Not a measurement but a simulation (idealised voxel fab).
Process module name: voxel fin reveal
Each square cell in cross-section cut measures 5 nm, and the section as a whole is 250 nm wide.
For the purposes of this document, a cross-section shall be understood as a grid of square cells, specified as bands listed in top-to-bottom order, each band consisting of one or more rows of cells.
A band entry consists of two parts. The first gives the height of the band's top and the height of its bottom, in nm. The rest lists the band's materials from left to right, each with its width in nm. A single material labelled with the word "edge to edge" fills the band from edge to edge, and the word "empty" marks empty space.
Height datum 0, below which the as-received substrate wafer is one material. Lowest band open at the bottom, running downward: "from 0 down".
It should be noted that a width expressed as "30..40" varies in equal increments from row to row of cells within the band, taking the value of the first number at the top row and that of the second number at the bottom row.
The designation "remained unchanged", where it is given for a processing step, indicates that no cell of the cross-section was altered in the course of that step.
Under "Sealed internal voids" you'll find the enclosed gaps, the ones with no way out to the top, that are 8 cells or bigger; each reads width x height at distance, with distance counted from the left edge, everything in nm.
It should be noted that, on the line of a given step, the content following the step's settings is a remark produced by the simulator itself with respect to that step.
overlay nm, on a step with a mask: how far to the right of its planned place the mask lay; to the left if negative
The remainder of this document consists of a sequence of paired cross-sections. Each pair presents the cross-section prior to one process step together with the cross-section following it, the latter being rendered only as deep as the lowest band that underwent change. The intervening step, together with its settings, is stated beneath each pair. Because the pairs may originate from different runs of this module on the same starting wafer, a given pair is to be read as continuing from the preceding pair only where its entry headed "Pre-step condition" so indicates.
### Pre-step condition
* from 0 down  Si edge to edge
* Sealed internal voids: none
### As Processed
* from 5 to 0  SiN edge to edge
* For the remainder of the cross-section, below 0, there is no change.
* Sealed internal voids: none
What was done to get from the upper cross-section to the lower one? CONFORMAL_DEP: material SiN, thk nm 5
Pre-step condition: = after-state of the pair above.
### As Processed
* from 25 to 5  50 of empty | 15 of resist | 30 of empty | 15 of resist | 30 of empty | 15 of resist | 30 of empty | 15 of resist | 50 of empty
* For the remainder of the cross-section, below 5, there is no change.
* Sealed internal voids: none
What was done to get from the upper cross-section to the lower one? PATTERN: tone cover, mask id FINS, material resist, width nm 15, pitch nm 45, thk nm 20, overlay nm 0
Pre-step condition: = after-state of the pair above.
### As Processed
* from 25 to 5  50 of empty | 15 of resist | 30 of empty | 15 of resist | 30 of empty | 15 of resist | 30 of empty | 15 of resist | 50 of empty
* from 5 to 0  50 of empty | 15 of SiN | 30 of empty | 15 of SiN | 30 of empty | 15 of SiN | 30 of empty | 15 of SiN | 50 of empty
* For the remainder of the cross-section, below 0, there is no change.
* Sealed internal voids: none
What was done to get from the upper cross-section to the lower one? DIRECTIONAL_ETCH: etch materials SiN, depth nm 5
Pre-step condition: = after-state of the pair above.
### As Processed
* from 25 to 5  50 of empty | 15 of resist | 30 of empty | 15 of resist | 30 of empty | 15 of resist | 30 of empty | 15 of resist | 50 of empty
* from 5 to 0  50 of empty | 15 of SiN | 30 of empty | 15 of SiN | 30 of empty | 15 of SiN | 30 of empty | 15 of SiN | 50 of empty
* from 0 to -35  50 of empty | 15 of Si | 30 of empty | 15 of Si | 30 of empty | 15 of Si | 30 of empty | 15 of Si | 50 of empty
* For the remainder of the cross-section, below -35, there is no change.
* Sealed internal voids: none
What was done to get from the upper cross-section to the lower one? DIRECTIONAL_ETCH: etch materials Si, depth nm 35
Pre-step condition: = after-state of the pair above.
### As Processed
* from 5 to 0  50 of empty | 15 of SiN | 30 of empty | 15 of SiN | 30 of empty | 15 of SiN | 30 of empty | 15 of SiN | 50 of empty
* For the remainder of the cross-section, below 0, there is no change.
* Sealed internal voids: none
What was done to get from the upper cross-section to the lower one? STRIP: etch materials resist
Pre-step condition: = after-state of the pair above.
### As Processed
* from 10 to 5  SiO2 edge to edge
* from 5 to 0  50 of SiO2 | 15 of SiN | 30 of SiO2 | 15 of SiN | 30 of SiO2 | 15 of SiN | 30 of SiO2 | 15 of SiN | 50 of SiO2
* from 0 to -35  50 of SiO2 | 15 of Si | 30 of SiO2 | 15 of Si | 30 of SiO2 | 15 of Si | 30 of SiO2 | 15 of Si | 50 of SiO2
* For the remainder of the cross-section, below -35, there is no change.
* Sealed internal voids: none
What was done to get from the upper cross-section to the lower one? FILL_DEP: material SiO2, thk nm 5
Pre-step condition: = after-state of the pair above.
### As Processed
* from 5 to 0  50 of SiO2 | 15 of SiN | 30 of SiO2 | 15 of SiN | 30 of SiO2 | 15 of SiN | 30 of SiO2 | 15 of SiN | 50 of SiO2
* For the remainder of the cross-section, below 0, there is no change.
* Sealed internal voids: none
What was done to get from the upper cross-section to the lower one? CMP: height nm 5
Pre-step condition: = after-state of the pair above.
### As Processed
* from 5 to 0  50 of empty | 15 of SiN | 30 of empty | 15 of SiN | 30 of empty | 15 of SiN | 30 of empty | 15 of SiN | 50 of empty
* from 0 to -10  50 of empty | 15 of Si | 30 of empty | 15 of Si | 30 of empty | 15 of Si | 30 of empty | 15 of Si | 50 of empty
* For the remainder of the cross-section, below -10, there is no change.
* Sealed internal voids: none
What was done to get from the upper cross-section to the lower one? SELECTIVE_ETCH: etch materials SiO2, depth nm 15
Pre-step condition: = after-state of the pair above.
### As Processed
* from 0 to -10  50 of empty | 15 of Si | 30 of empty | 15 of Si | 30 of empty | 15 of Si | 30 of empty | 15 of Si | 50 of empty
* For the remainder of the cross-section, below -10, there is no change.
* Sealed internal voids: none
What was done to get from the upper cross-section to the lower one? STRIP: etch materials SiN
Pre-step condition: = after-state of the pair above.
### As Processed
* from 5 to 0  45 of empty | 25 of HfO2 | 20 of empty | 25 of HfO2 | 20 of empty | 25 of HfO2 | 20 of empty | 25 of HfO2 | 45 of empty
* from 0 to -5  45 of empty | 5 of HfO2 | 15 of Si | 5 of HfO2 | 20 of empty | 5 of HfO2 | 15 of Si | 5 of HfO2 | 20 of empty | 5 of HfO2 | 15 of Si | 5 of HfO2 | 20 of empty | 5 of HfO2 | 15 of Si | 5 of HfO2 | 45 of empty
* from -5 to -10  50 of HfO2 | 15 of Si | 30 of HfO2 | 15 of Si | 30 of HfO2 | 15 of Si | 30 of HfO2 | 15 of Si | 50 of HfO2
* For the remainder of the cross-section, below -10, there is no change.
* Sealed internal voids: none
What was done to get from the upper cross-section to the lower one? CONFORMAL_DEP: material HfO2, thk nm 5
### Pre-step condition
* from 5 to 0  50 of empty | 15 of SiN | 30 of empty | 15 of SiN | 30 of empty | 15 of SiN | 30 of empty | 15 of SiN | 50 of empty
* from 0 to -10  50 of empty | 15 of Si | 30 of empty | 15 of Si | 30 of empty | 15 of Si | 30 of empty | 15 of Si | 50 of empty
* from -10 to -35  50 of SiO2 | 15 of Si | 30 of SiO2 | 15 of Si | 30 of SiO2 | 15 of Si | 30 of SiO2 | 15 of Si | 50 of SiO2
* from -35 down  Si edge to edge
* Sealed internal voids: none
### As Processed
* from 5 to 0  50 of empty | 15 of SiN | 30 of empty | 15 of SiN | 30 of empty | 15 of SiN | 30 of empty | 15 of SiN | 50 of empty
* from 0 to -25  50 of empty | 15 of Si | 30 of empty | 15 of Si | 30 of empty | 15 of Si | 30 of empty | 15 of Si | 50 of empty
* For the remainder of the cross-section, below -25, there is no change.
* Sealed internal voids: none
What was done to get from the upper cross-section to the lower one? SELECTIVE_ETCH: etch materials SiO2, depth nm 15
Pre-step condition: = after-state of the pair above.
### As Processed
* from 0 to -25  50 of empty | 15 of Si | 30 of empty | 15 of Si | 30 of empty | 15 of Si | 30 of empty | 15 of Si | 50 of empty
* For the remainder of the cross-section, below -25, there is no change.
* Sealed internal voids: none
What was done to get from the upper cross-section to the lower one? STRIP: etch materials SiN
Pre-step condition: = after-state of the pair above.
### As Processed
* from 5 to 0  45 of empty | 25 of HfO2 | 20 of empty | 25 of HfO2 | 20 of empty | 25 of HfO2 | 20 of empty | 25 of HfO2 | 45 of empty
* from 0 to -20  45 of empty | 5 of HfO2 | 15 of Si | 5 of HfO2 | 20 of empty | 5 of HfO2 | 15 of Si | 5 of HfO2 | 20 of empty | 5 of HfO2 | 15 of Si | 5 of HfO2 | 20 of empty | 5 of HfO2 | 15 of Si | 5 of HfO2 | 45 of empty
* from -20 to -25  50 of HfO2 | 15 of Si | 30 of HfO2 | 15 of Si | 30 of HfO2 | 15 of Si | 30 of HfO2 | 15 of Si | 50 of HfO2
* For the remainder of the cross-section, below -25, there is no change.
* Sealed internal voids: none
What was done to get from the upper cross-section to the lower one? CONFORMAL_DEP: material HfO2, thk nm 5
### Pre-step condition
* from 5 to 0  50 of SiO2 | 15 of SiN | 30 of SiO2 | 15 of SiN | 30 of SiO2 | 15 of SiN | 30 of SiO2 | 15 of SiN | 50 of SiO2
* from 0 to -35  50 of SiO2 | 15 of Si | 30 of SiO2 | 15 of Si | 30 of SiO2 | 15 of Si | 30 of SiO2 | 15 of Si | 50 of SiO2
* from -35 down  Si edge to edge
* Sealed internal voids: none
### As Processed
* from 5 to 0  50 of SiO2 | 15 of empty | 30 of SiO2 | 15 of empty | 30 of SiO2 | 15 of empty | 30 of SiO2 | 15 of empty | 50 of SiO2
* For the remainder of the cross-section, below 0, there is no change.
* Sealed internal voids: none
What was done to get from the upper cross-section to the lower one? STRIP: etch materials SiN
Pre-step condition: = after-state of the pair above.
### As Processed
* from 0 to -10  50 of empty | 15 of Si | 30 of empty | 15 of Si | 30 of empty | 15 of Si | 30 of empty | 15 of Si | 50 of empty
* from -10 to -15  35 of SiO2 | 15 of empty | 15 of Si | 30 of empty | 15 of Si | 30 of empty | 15 of Si | 30 of empty | 15 of Si | 15 of empty | 35 of SiO2
* For the remainder of the cross-section, below -15, there is no change.
* Sealed internal voids: none
What was done to get from the upper cross-section to the lower one? SELECTIVE_ETCH: etch materials SiO2, depth nm 15
Pre-step condition: = after-state of the pair above.
### As Processed
* from 5 to 0  45 of empty | 25 of HfO2 | 20 of empty | 25 of HfO2 | 20 of empty | 25 of HfO2 | 20 of empty | 25 of HfO2 | 45 of empty
* from 0 to -5  45 of empty | 5 of HfO2 | 15 of Si | 5 of HfO2 | 20 of empty | 5 of HfO2 | 15 of Si | 5 of HfO2 | 20 of empty | 5 of HfO2 | 15 of Si | 5 of HfO2 | 20 of empty | 5 of HfO2 | 15 of Si | 5 of HfO2 | 45 of empty
* from -5 to -10  40 of HfO2 | 5 of empty | 5 of HfO2 | 15 of Si | 5 of HfO2 | 20 of empty | 5 of HfO2 | 15 of Si | 5 of HfO2 | 20 of empty | 5 of HfO2 | 15 of Si | 5 of HfO2 | 20 of empty | 5 of HfO2 | 15 of Si | 5 of HfO2 | 5 of empty | 40 of HfO2
* from -10 to -15  35 of SiO2 | 15 of HfO2 | 15 of Si | 30 of HfO2 | 15 of Si | 30 of HfO2 | 15 of Si | 30 of HfO2 | 15 of Si | 15 of HfO2 | 35 of SiO2
* For the remainder of the cross-section, below -15, there is no change.
* Sealed internal voids: none
What was done to get from the upper cross-section to the lower one? CONFORMAL_DEP: material HfO2, thk nm 5
### Pre-step condition
* from 25 to 5  50 of empty | 15 of resist | 30 of empty | 15 of resist | 30 of empty | 15 of resist | 30 of empty | 15 of resist | 50 of empty
* from 5 to 0  50 of empty | 15 of SiN | 30 of empty | 15 of SiN | 30 of empty | 15 of SiN | 30 of empty | 15 of SiN | 50 of empty
* from 0 down  Si edge to edge
* Sealed internal voids: none
### As Processed
* from 25 to 5  50 of empty | 15 of resist | 30 of empty | 15 of resist | 30 of empty | 15 of resist | 30 of empty | 15 of resist | 50 of empty
* from 5 to 0  50 of empty | 15 of SiN | 30 of empty | 15 of SiN | 30 of empty | 15 of SiN | 30 of empty | 15 of SiN | 50 of empty
* from 0 to -45  50 of empty | 15 of Si | 30 of empty | 15 of Si | 30 of empty | 15 of Si | 30 of empty | 15 of Si | 50 of empty
* For the remainder of the cross-section, below -45, there is no change.
* Sealed internal voids: none
What was done to get from the upper cross-section to the lower one? DIRECTIONAL_ETCH: etch materials Si, depth nm 45
Pre-step condition: = after-state of the pair above.
### As Processed
* from 5 to 0  50 of empty | 15 of SiN | 30 of empty | 15 of SiN | 30 of empty | 15 of SiN | 30 of empty | 15 of SiN | 50 of empty
* For the remainder of the cross-section, below 0, there is no change.
* Sealed internal voids: none
What was done to get from the upper cross-section to the lower one? STRIP: etch materials resist
Pre-step condition: = after-state of the pair above.
### As Processed
* from 10 to 5  SiO2 edge to edge
* from 5 to 0  50 of SiO2 | 15 of SiN | 30 of SiO2 | 15 of SiN | 30 of SiO2 | 15 of SiN | 30 of SiO2 | 15 of SiN | 50 of SiO2
* from 0 to -45  50 of SiO2 | 15 of Si | 30 of SiO2 | 15 of Si | 30 of SiO2 | 15 of Si | 30 of SiO2 | 15 of Si | 50 of SiO2
* For the remainder of the cross-section, below -45, there is no change.
* Sealed internal voids: none
What was done to get from the upper cross-section to the lower one? FILL_DEP: material SiO2, thk nm 5
Pre-step condition: = after-state of the pair above.
### As Processed
* from 5 to 0  50 of SiO2 | 15 of SiN | 30 of SiO2 | 15 of SiN | 30 of SiO2 | 15 of SiN | 30 of SiO2 | 15 of SiN | 50 of SiO2
* For the remainder of the cross-section, below 0, there is no change.
* Sealed internal voids: none
What was done to get from the upper cross-section to the lower one? CMP: height nm 5
Pre-step condition: = after-state of the pair above.
### As Processed
* from 5 to 0  50 of empty | 15 of SiN | 30 of empty | 15 of SiN | 30 of empty | 15 of SiN | 30 of empty | 15 of SiN | 50 of empty
* from 0 to -10  50 of empty | 15 of Si | 30 of empty | 15 of Si | 30 of empty | 15 of Si | 30 of empty | 15 of Si | 50 of empty
* For the remainder of the cross-section, below -10, there is no change.
* Sealed internal voids: none
What was done to get from the upper cross-section to the lower one? SELECTIVE_ETCH: etch materials SiO2, depth nm 15
Pre-step condition: = after-state of the pair above.
### As Processed
* from 0 to -10  50 of empty | 15 of Si | 30 of empty | 15 of Si | 30 of empty | 15 of Si | 30 of empty | 15 of Si | 50 of empty
* For the remainder of the cross-section, below -10, there is no change.
* Sealed internal voids: none
What was done to get from the upper cross-section to the lower one? STRIP: etch materials SiN
Pre-step condition: = after-state of the pair above.
### As Processed
* from 5 to 0  45 of empty | 25 of HfO2 | 20 of empty | 25 of HfO2 | 20 of empty | 25 of HfO2 | 20 of empty | 25 of HfO2 | 45 of empty
* from 0 to -5  45 of empty | 5 of HfO2 | 15 of Si | 5 of HfO2 | 20 of empty | 5 of HfO2 | 15 of Si | 5 of HfO2 | 20 of empty | 5 of HfO2 | 15 of Si | 5 of HfO2 | 20 of empty | 5 of HfO2 | 15 of Si | 5 of HfO2 | 45 of empty
* from -5 to -10  50 of HfO2 | 15 of Si | 30 of HfO2 | 15 of Si | 30 of HfO2 | 15 of Si | 30 of HfO2 | 15 of Si | 50 of HfO2
* For the remainder of the cross-section, below -10, there is no change.
* Sealed internal voids: none
What was done to get from the upper cross-section to the lower one? CONFORMAL_DEP: material HfO2, thk nm 5
### Pre-step condition
* from 5 to 0  SiN edge to edge
* from 0 down  Si edge to edge
* Sealed internal voids: none
### As Processed
* from 25 to 5  50 of empty | 20 of resist | 25 of empty | 20 of resist | 25 of empty | 20 of resist | 25 of empty | 20 of resist | 45 of empty
* For the remainder of the cross-section, below 5, there is no change.
* Sealed internal voids: none
What was done to get from the upper cross-section to the lower one? PATTERN: tone cover, mask id FINS, material resist, width nm 20, pitch nm 45, thk nm 20, overlay nm 0
Pre-step condition: = after-state of the pair above.
### As Processed
* from 25 to 5  50 of empty | 20 of resist | 25 of empty | 20 of resist | 25 of empty | 20 of resist | 25 of empty | 20 of resist | 45 of empty
* from 5 to 0  50 of empty | 20 of SiN | 25 of empty | 20 of SiN | 25 of empty | 20 of SiN | 25 of empty | 20 of SiN | 45 of empty
* For the remainder of the cross-section, below 0, there is no change.
* Sealed internal voids: none
What was done to get from the upper cross-section to the lower one? DIRECTIONAL_ETCH: etch materials SiN, depth nm 5
Pre-step condition: = after-state of the pair above.
### As Processed
* from 25 to 5  50 of empty | 20 of resist | 25 of empty | 20 of resist | 25 of empty | 20 of resist | 25 of empty | 20 of resist | 45 of empty
* from 5 to 0  50 of empty | 20 of SiN | 25 of empty | 20 of SiN | 25 of empty | 20 of SiN | 25 of empty | 20 of SiN | 45 of empty
* from 0 to -35  50 of empty | 20 of Si | 25 of empty | 20 of Si | 25 of empty | 20 of Si | 25 of empty | 20 of Si | 45 of empty
* For the remainder of the cross-section, below -35, there is no change.
* Sealed internal voids: none
What was done to get from the upper cross-section to the lower one? DIRECTIONAL_ETCH: etch materials Si, depth nm 35
Pre-step condition: = after-state of the pair above.
### As Processed
* from 5 to 0  50 of empty | 20 of SiN | 25 of empty | 20 of SiN | 25 of empty | 20 of SiN | 25 of empty | 20 of SiN | 45 of empty
* For the remainder of the cross-section, below 0, there is no change.
* Sealed internal voids: none
What was done to get from the upper cross-section to the lower one? STRIP: etch materials resist
Pre-step condition: = after-state of the pair above.
### As Processed
* from 10 to 5  SiO2 edge to edge
* from 5 to 0  50 of SiO2 | 20 of SiN | 25 of SiO2 | 20 of SiN | 25 of SiO2 | 20 of SiN | 25 of SiO2 | 20 of SiN | 45 of SiO2
* from 0 to -35  50 of SiO2 | 20 of Si | 25 of SiO2 | 20 of Si | 25 of SiO2 | 20 of Si | 25 of SiO2 | 20 of Si | 45 of SiO2
* For the remainder of the cross-section, below -35, there is no change.
* Sealed internal voids: none
What was done to get from the upper cross-section to the lower one? FILL_DEP: material SiO2, thk nm 5
Pre-step condition: = after-state of the pair above.
### As Processed
* from 5 to 0  50 of SiO2 | 20 of SiN | 25 of SiO2 | 20 of SiN | 25 of SiO2 | 20 of SiN | 25 of SiO2 | 20 of SiN | 45 of SiO2
* For the remainder of the cross-section, below 0, there is no change.
* Sealed internal voids: none
What was done to get from the upper cross-section to the lower one? CMP: height nm 5
Pre-step condition: = after-state of the pair above.
### As Processed
* from 5 to 0  50 of empty | 20 of SiN | 25 of empty | 20 of SiN | 25 of empty | 20 of SiN | 25 of empty | 20 of SiN | 45 of empty
* from 0 to -10  50 of empty | 20 of Si | 25 of empty | 20 of Si | 25 of empty | 20 of Si | 25 of empty | 20 of Si | 45 of empty
* For the remainder of the cross-section, below -10, there is no change.
* Sealed internal voids: none
What was done to get from the upper cross-section to the lower one? SELECTIVE_ETCH: etch materials SiO2, depth nm 15
Pre-step condition: = after-state of the pair above.
### As Processed
* from 0 to -10  50 of empty | 20 of Si | 25 of empty | 20 of Si | 25 of empty | 20 of Si | 25 of empty | 20 of Si | 45 of empty
* For the remainder of the cross-section, below -10, there is no change.
* Sealed internal voids: none
What was done to get from the upper cross-section to the lower one? STRIP: etch materials SiN
Pre-step condition: = after-state of the pair above.
### As Processed
* from 5 to 0  45 of empty | 30 of HfO2 | 15 of empty | 30 of HfO2 | 15 of empty | 30 of HfO2 | 15 of empty | 30 of HfO2 | 40 of empty
* from 0 to -5  45 of empty | 5 of HfO2 | 20 of Si | 5 of HfO2 | 15 of empty | 5 of HfO2 | 20 of Si | 5 of HfO2 | 15 of empty | 5 of HfO2 | 20 of Si | 5 of HfO2 | 15 of empty | 5 of HfO2 | 20 of Si | 5 of HfO2 | 40 of empty
* from -5 to -10  50 of HfO2 | 20 of Si | 25 of HfO2 | 20 of Si | 25 of HfO2 | 20 of Si | 25 of HfO2 | 20 of Si | 45 of HfO2
* For the remainder of the cross-section, below -10, there is no change.
* Sealed internal voids: none
What was done to get from the upper cross-section to the lower one? CONFORMAL_DEP: material HfO2, thk nm 5
### Pre-step condition
* from 5 to 0  SiN edge to edge
* from 0 down  Si edge to edge
* Sealed internal voids: none
### As Processed
* from 25 to 5  55 of empty | 15 of resist | 30 of empty | 15 of resist | 30 of empty | 15 of resist | 30 of empty | 15 of resist | 45 of empty
* For the remainder of the cross-section, below 5, there is no change.
* Sealed internal voids: none
What was done to get from the upper cross-section to the lower one? PATTERN: tone cover, mask id FINS, material resist, width nm 15, pitch nm 45, thk nm 20, overlay nm 5
Pre-step condition: = after-state of the pair above.
### As Processed
* from 25 to 5  55 of empty | 15 of resist | 30 of empty | 15 of resist | 30 of empty | 15 of resist | 30 of empty | 15 of resist | 45 of empty
* from 5 to 0  55 of empty | 15 of SiN | 30 of empty | 15 of SiN | 30 of empty | 15 of SiN | 30 of empty | 15 of SiN | 45 of empty
* For the remainder of the cross-section, below 0, there is no change.
* Sealed internal voids: none
What was done to get from the upper cross-section to the lower one? DIRECTIONAL_ETCH: etch materials SiN, depth nm 5
Pre-step condition: = after-state of the pair above.
### As Processed
* from 25 to 5  55 of empty | 15 of resist | 30 of empty | 15 of resist | 30 of empty | 15 of resist | 30 of empty | 15 of resist | 45 of empty
* from 5 to 0  55 of empty | 15 of SiN | 30 of empty | 15 of SiN | 30 of empty | 15 of SiN | 30 of empty | 15 of SiN | 45 of empty
* from 0 to -35  55 of empty | 15 of Si | 30 of empty | 15 of Si | 30 of empty | 15 of Si | 30 of empty | 15 of Si | 45 of empty
* For the remainder of the cross-section, below -35, there is no change.
* Sealed internal voids: none
What was done to get from the upper cross-section to the lower one? DIRECTIONAL_ETCH: etch materials Si, depth nm 35
Pre-step condition: = after-state of the pair above.
### As Processed
* from 5 to 0  55 of empty | 15 of SiN | 30 of empty | 15 of SiN | 30 of empty | 15 of SiN | 30 of empty | 15 of SiN | 45 of empty
* For the remainder of the cross-section, below 0, there is no change.
* Sealed internal voids: none
What was done to get from the upper cross-section to the lower one? STRIP: etch materials resist
Pre-step condition: = after-state of the pair above.
### As Processed
* from 10 to 5  SiO2 edge to edge
* from 5 to 0  55 of SiO2 | 15 of SiN | 30 of SiO2 | 15 of SiN | 30 of SiO2 | 15 of SiN | 30 of SiO2 | 15 of SiN | 45 of SiO2
* from 0 to -35  55 of SiO2 | 15 of Si | 30 of SiO2 | 15 of Si | 30 of SiO2 | 15 of Si | 30 of SiO2 | 15 of Si | 45 of SiO2
* For the remainder of the cross-section, below -35, there is no change.
* Sealed internal voids: none
What was done to get from the upper cross-section to the lower one? FILL_DEP: material SiO2, thk nm 5
Pre-step condition: = after-state of the pair above.
### As Processed
* from 5 to 0  55 of SiO2 | 15 of SiN | 30 of SiO2 | 15 of SiN | 30 of SiO2 | 15 of SiN | 30 of SiO2 | 15 of SiN | 45 of SiO2
* For the remainder of the cross-section, below 0, there is no change.
* Sealed internal voids: none
What was done to get from the upper cross-section to the lower one? CMP: height nm 5
Pre-step condition: = after-state of the pair above.
### As Processed
* from 5 to 0  55 of empty | 15 of SiN | 30 of empty | 15 of SiN | 30 of empty | 15 of SiN | 30 of empty | 15 of SiN | 45 of empty
* from 0 to -10  55 of empty | 15 of Si | 30 of empty | 15 of Si | 30 of empty | 15 of Si | 30 of empty | 15 of Si | 45 of empty
* For the remainder of the cross-section, below -10, there is no change.
* Sealed internal voids: none
What was done to get from the upper cross-section to the lower one? SELECTIVE_ETCH: etch materials SiO2, depth nm 15
Pre-step condition: = after-state of the pair above.
### As Processed
* from 0 to -10  55 of empty | 15 of Si | 30 of empty | 15 of Si | 30 of empty | 15 of Si | 30 of empty | 15 of Si | 45 of empty
* For the remainder of the cross-section, below -10, there is no change.
* Sealed internal voids: none
What was done to get from the upper cross-section to the lower one? STRIP: etch materials SiN
Pre-step condition: = after-state of the pair above.
### As Processed
* from 5 to 0  50 of empty | 25 of HfO2 | 20 of empty | 25 of HfO2 | 20 of empty | 25 of HfO2 | 20 of empty | 25 of HfO2 | 40 of empty
* from 0 to -5  50 of empty | 5 of HfO2 | 15 of Si | 5 of HfO2 | 20 of empty | 5 of HfO2 | 15 of Si | 5 of HfO2 | 20 of empty | 5 of HfO2 | 15 of Si | 5 of HfO2 | 20 of empty | 5 of HfO2 | 15 of Si | 5 of HfO2 | 40 of empty
* from -5 to -10  55 of HfO2 | 15 of Si | 30 of HfO2 | 15 of Si | 30 of HfO2 | 15 of Si | 30 of HfO2 | 15 of Si | 45 of HfO2
* For the remainder of the cross-section, below -10, there is no change.
* Sealed internal voids: none
What was done to get from the upper cross-section to the lower one? CONFORMAL_DEP: material HfO2, thk nm 5
### Pre-step condition
* from 0 to -10  50 of empty | 15 of Si | 30 of empty | 15 of Si | 30 of empty | 15 of Si | 30 of empty | 15 of Si | 50 of empty
* from -10 to -35  50 of SiO2 | 15 of Si | 30 of SiO2 | 15 of Si | 30 of SiO2 | 15 of Si | 30 of SiO2 | 15 of Si | 50 of SiO2
* from -35 down  Si edge to edge
* Sealed internal voids: none
### As Processed
* from 5 to 0  45 of empty | 25 of SiO2 | 20 of empty | 25 of SiO2 | 20 of empty | 25 of SiO2 | 20 of empty | 25 of SiO2 | 45 of empty
* from 0 to -5  45 of empty | 5 of SiO2 | 15 of Si | 5 of SiO2 | 20 of empty | 5 of SiO2 | 15 of Si | 5 of SiO2 | 20 of empty | 5 of SiO2 | 15 of Si | 5 of SiO2 | 20 of empty | 5 of SiO2 | 15 of Si | 5 of SiO2 | 45 of empty
* from -5 to -35  50 of SiO2 | 15 of Si | 30 of SiO2 | 15 of Si | 30 of SiO2 | 15 of Si | 30 of SiO2 | 15 of Si | 50 of SiO2
* For the remainder of the cross-section, below -35, there is no change.
* Sealed internal voids: none
What was done to get from the upper cross-section to the lower one? CONFORMAL_DEP: material SiO2, thk nm 5
### Pre-step condition
* from 5 to 0  SiN edge to edge
* from 0 down  Si edge to edge
* Sealed internal voids: none
### As Processed
* from 25 to 5  50 of resist | 15 of empty | 30 of resist | 15 of empty | 30 of resist | 15 of empty | 30 of resist | 15 of empty | 50 of resist
* For the remainder of the cross-section, below 5, there is no change.
* Sealed internal voids: none
What was done to get from the upper cross-section to the lower one? PATTERN: tone open, mask id FINS, material resist, width nm 15, pitch nm 45, thk nm 20, overlay nm 0
Pre-step condition: = after-state of the pair above.
### As Processed
* from 25 to 5  50 of resist | 15 of empty | 30 of resist | 15 of empty | 30 of resist | 15 of empty | 30 of resist | 15 of empty | 50 of resist
* from 5 to 0  50 of SiN | 15 of empty | 30 of SiN | 15 of empty | 30 of SiN | 15 of empty | 30 of SiN | 15 of empty | 50 of SiN
* For the remainder of the cross-section, below 0, there is no change.
* Sealed internal voids: none
What was done to get from the upper cross-section to the lower one? DIRECTIONAL_ETCH: etch materials SiN, depth nm 5
Pre-step condition: = after-state of the pair above.
### As Processed
* from 25 to 5  50 of resist | 15 of empty | 30 of resist | 15 of empty | 30 of resist | 15 of empty | 30 of resist | 15 of empty | 50 of resist
* from 5 to 0  50 of SiN | 15 of empty | 30 of SiN | 15 of empty | 30 of SiN | 15 of empty | 30 of SiN | 15 of empty | 50 of SiN
* from 0 to -35  50 of Si | 15 of empty | 30 of Si | 15 of empty | 30 of Si | 15 of empty | 30 of Si | 15 of empty | 50 of Si
* For the remainder of the cross-section, below -35, there is no change.
* Sealed internal voids: none
What was done to get from the upper cross-section to the lower one? DIRECTIONAL_ETCH: etch materials Si, depth nm 35
Pre-step condition: = after-state of the pair above.
### As Processed
* from 5 to 0  50 of SiN | 15 of empty | 30 of SiN | 15 of empty | 30 of SiN | 15 of empty | 30 of SiN | 15 of empty | 50 of SiN
* For the remainder of the cross-section, below 0, there is no change.
* Sealed internal voids: none
What was done to get from the upper cross-section to the lower one? STRIP: etch materials resist
Pre-step condition: = after-state of the pair above.
### As Processed
* from 10 to 5  SiO2 edge to edge
* from 5 to 0  50 of SiN | 15 of SiO2 | 30 of SiN | 15 of SiO2 | 30 of SiN | 15 of SiO2 | 30 of SiN | 15 of SiO2 | 50 of SiN
* from 0 to -35  50 of Si | 15 of SiO2 | 30 of Si | 15 of SiO2 | 30 of Si | 15 of SiO2 | 30 of Si | 15 of SiO2 | 50 of Si
* For the remainder of the cross-section, below -35, there is no change.
* Sealed internal voids: none
What was done to get from the upper cross-section to the lower one? FILL_DEP: material SiO2, thk nm 5
Pre-step condition: = after-state of the pair above.
### As Processed
* from 5 to 0  50 of SiN | 15 of SiO2 | 30 of SiN | 15 of SiO2 | 30 of SiN | 15 of SiO2 | 30 of SiN | 15 of SiO2 | 50 of SiN
* For the remainder of the cross-section, below 0, there is no change.
* Sealed internal voids: none
What was done to get from the upper cross-section to the lower one? CMP: height nm 5
Pre-step condition: = after-state of the pair above.
### As Processed
* from 5 to 0  50 of SiN | 15 of empty | 30 of SiN | 15 of empty | 30 of SiN | 15 of empty | 30 of SiN | 15 of empty | 50 of SiN
* from 0 to -10  50 of Si | 15 of empty | 30 of Si | 15 of empty | 30 of Si | 15 of empty | 30 of Si | 15 of empty | 50 of Si
* For the remainder of the cross-section, below -10, there is no change.
* Sealed internal voids: none
What was done to get from the upper cross-section to the lower one? SELECTIVE_ETCH: etch materials SiO2, depth nm 15
Pre-step condition: = after-state of the pair above.
### As Processed
* from 0 to -10  50 of Si | 15 of empty | 30 of Si | 15 of empty | 30 of Si | 15 of empty | 30 of Si | 15 of empty | 50 of Si
* For the remainder of the cross-section, below -10, there is no change.
* Sealed internal voids: none
What was done to get from the upper cross-section to the lower one? STRIP: etch materials SiN
Pre-step condition: = after-state of the pair above.
### As Processed
* from 5 to 0  55 of HfO2 | 5 of empty | 40 of HfO2 | 5 of empty | 40 of HfO2 | 5 of empty | 40 of HfO2 | 5 of empty | 55 of HfO2
* from 0 to -5  50 of Si | 5 of HfO2 | 5 of empty | 5 of HfO2 | 30 of Si | 5 of HfO2 | 5 of empty | 5 of HfO2 | 30 of Si | 5 of HfO2 | 5 of empty | 5 of HfO2 | 30 of Si | 5 of HfO2 | 5 of empty | 5 of HfO2 | 50 of Si
* from -5 to -10  50 of Si | 15 of HfO2 | 30 of Si | 15 of HfO2 | 30 of Si | 15 of HfO2 | 30 of Si | 15 of HfO2 | 50 of Si
* For the remainder of the cross-section, below -10, there is no change.
* Sealed internal voids: none
What was done to get from the upper cross-section to the lower one? CONFORMAL_DEP: material HfO2, thk nm 5
